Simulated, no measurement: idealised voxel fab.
process module | voxel air gaps
cross-section cut | 235 nm wide | cells 5 nm
A cross-section is a grid of square cells, given in bands from the top down. A band is one or more rows of cells.
Each band's line starts with the height of the band's top and of its bottom, in nm. Then come its materials from left to right, each with its width in nm. One material with "throughout" fills the band from edge to edge. "air" is empty space.
Height 0 is the level under which the wafer as received is all one material. The lowest band goes on downwards, as in "0 down".
A width such as "30 to 40" changes by the same amount from each row of cells to the next, from the band's top row to its bottom row.
"no change" after a step means that no cell of the cross-section changed.
closed voids: empty space of 8 cells or more with no open way to the top, each as width x height at its distance from the left edge, in nm
after a step's settings: what the simulator itself notes on the step
overlay nm, on a step with a mask: how far to the right of its planned place the mask lay; to the left if negative
plan
1 op RECEIVE | material Si
2 op CONFORMAL_DEP | material SiO2 | thk nm 10
3 op CONFORMAL_DEP | material SiN | thk nm 5
4 op DIRECTIONAL_DEP | material SiO2 | thk nm 40
5 op DIRECTIONAL_DEP | material aC | thk nm 15
6 op PATTERN | tone open | mask id LINES | material resist | width nm 15 | pitch nm 45 | thk nm 30 | overlay nm 0
7 op DIRECTIONAL_ETCH | etch materials aC | depth nm 15
8 op STRIP | etch materials resist
9 op DIRECTIONAL_ETCH | etch materials SiO2 | depth nm 40
10 op STRIP | etch materials aC
11 op CONFORMAL_DEP | material TiN | thk nm 5
12 op FILL_DEP | material Ru | thk nm 10
13 op CMP | height nm 55
14 op EPI | material Ru | thk nm 10
15 op SELECTIVE_ETCH | etch materials SiO2 | depth nm 50
16 op CONFORMAL_DEP | material SiN | thk nm 5
as received, after step 1
  0 down: Si throughout
  closed voids: none
first wafer at the end, as planned
  70 to 65: air 50 | SiN 135 | air 50
  65 to 55: air 50 | SiN 5 | Ru 35 | SiN 10 | Ru 35 | SiN 10 | Ru 35 | SiN 5 | air 50
  55 to 50: air 50 | SiN 15 | TiN 5 | Ru 5 | TiN 5 | SiN 30 | TiN 5 | Ru 5 | TiN 5 | SiN 30 | TiN 5 | Ru 5 | TiN 5 | SiN 15 | air 50
  50 to 20: air 60 | SiN 5 | TiN 5 | Ru 5 | TiN 5 | SiN 5 | air 20 | SiN 5 | TiN 5 | Ru 5 | TiN 5 | SiN 5 | air 20 | SiN 5 | TiN 5 | Ru 5 | TiN 5 | SiN 5 | air 60
  20 to 15: SiN 65 | TiN 15 | SiN 30 | TiN 15 | SiN 30 | TiN 15 | SiN 65
  15 to 10: SiN throughout
  10 to 0: SiO2 throughout
  0 down: Si throughout
  closed voids: 20 x 30 at 85; 20 x 30 at 130
second wafer at the end: like start, like plan, one mistake
  65 to 55: air 55 | Ru 35 | air 10 | Ru 35 | air 10 | Ru 35 | air 55
  55 to 20: air 65 | TiN 5 | Ru 5 | TiN 5 | air 30 | TiN 5 | Ru 5 | TiN 5 | air 30 | TiN 5 | Ru 5 | TiN 5 | air 65
  20 to 15: air 65 | TiN 15 | air 30 | TiN 15 | air 30 | TiN 15 | air 65
  15 to 10: SiN throughout
  10 to 0: SiO2 throughout
  0 down: Si throughout
  closed voids: none
what went wrong: step 16 was left out
at the end the second wafer has, in cells: 131 fewer of SiN
closed voids at the end (first wafer, second wafer): 2, 0
